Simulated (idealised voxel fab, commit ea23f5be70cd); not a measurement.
The process module presented herein is designated voxel ribs on slabs.
Displayed cross-section: cut, width of 260 nm, square cells sized 5 nm.
Format of a cross-section: grid, square cells. Given as bands. Order: top down. Band: one or more rows of cells.
In this notation a band is specified by the heights of its top and bottom, in that order and in nm, after which its materials appear from left to right, each paired with its width in nm. The word "everywhere" attached to a single material means that material fills the band from edge to edge; the word "blank" stands for empty space.
Measure heights from 0. That's the level where, below it, the as-received wafer is all one material. The lowest band is bottomless and extends downward; write it as in "from 0 down".
Quick explanation for "30..40": the width changes in equal steps down the rows of cells, from the first number in the band's top row to the second number in its bottom row.
"nothing changed" -> step changed no cross-section cell.
Empty spaces without an open route to the top, at least 8 cells in extent, make up the entry "Enclosed void listing"; each is given as width x height at distance, where the distance is measured from the left edge, and all are in nm.
Post-settings text on a step line: simulator's own remark regarding the step.
"overlay nm" answers the question of how far to the right of plan the mask lay on a step that has a mask, and when it is negative the answer is to the left.

**Listed below are the process steps as planned**
1. op RECEIVE | material Si
2. op DIRECTIONAL_DEP | material SiO2 | thk nm 30
3. op DIRECTIONAL_DEP | material polySi | thk nm 15
4. op DIRECTIONAL_DEP | material aC | thk nm 10
5. op PATTERN | tone cover | mask id RIB | material resist | width nm 15 | thk nm 30 | overlay nm 0
6. op DIRECTIONAL_ETCH | etch materials aC | depth nm 10
7. op STRIP | etch materials resist
8. op DIRECTIONAL_ETCH | etch materials polySi | depth nm 10
9. op STRIP | etch materials aC
10. op MASKED_ETCH | tone cover | mask id SLAB | width nm 75 | etch materials polySi | depth nm 5 | overlay nm 0
11. op FILL_DEP | material SiO2 | thk nm 15
12. op CMP | height nm 55
13. op DIRECTIONAL_DEP | material W | thk nm 10
14. op DIRECTIONAL_DEP | material aC | thk nm 15
15. op PATTERN | tone cover | mask id HEATER | material resist | width nm 25 | thk nm 30 | overlay nm 0
16. op DIRECTIONAL_ETCH | etch materials aC | depth nm 15
17. op STRIP | etch materials resist
18. op DIRECTIONAL_ETCH | etch materials W | depth nm 10
19. op STRIP | etch materials aC
20. op CONFORMAL_DEP | material SiN | thk nm 5

**Cross-section: wafer on arrival = after step 1**
	from 0 down = Si everywhere
	Enclosed void listing: none

**Module complete - cross-section of the first of two wafers, run according to plan**
	from 70 to 65 = blank=110, SiN=35, blank=115
	from 65 to 60 = blank=110, SiN=5, W=25, SiN=5, blank=115
	from 60 to 55 = SiN=115, W=25, SiN=120
	from 55 to 45 = SiO2 everywhere
	from 45 to 35 = SiO2=120, polySi=15, SiO2=125
	from 35 to 30 = SiO2=90, polySi=75, SiO2=95
	from 30 to 0 = SiO2 everywhere
	from 0 down = Si everywhere
	Enclosed void listing: none

**Wafer two (of two), end-of-module cross-section: start = wafer one, plan = wafer one, one run mistake**
	from 70 to 65 = blank=110, SiN=35, blank=115
	from 65 to 60 = blank=110, SiN=5, W=25, SiN=5, blank=115
	from 60 to 55 = SiN=115, W=25, SiN=120
	from 55 to 40 = SiO2 everywhere
	from 40 to 35 = SiO2=120, polySi=15, SiO2=125
	from 35 to 30 = polySi=90, SiO2=30, polySi=15, SiO2=30, polySi=95
	from 30 to 0 = SiO2 everywhere
	from 0 down = Si everywhere
	Enclosed void listing: none
Here's what went sideways: step 10 changed vs plan, executed as op MASKED_ETCH | tone open | mask id SLAB | width nm 75 | etch materials polySi | depth nm 5 | overlay nm 0
Wrapping up, a cell-based count of both wafers puts the second over or under the first for these materials: SiO2 -22 | polySi +22
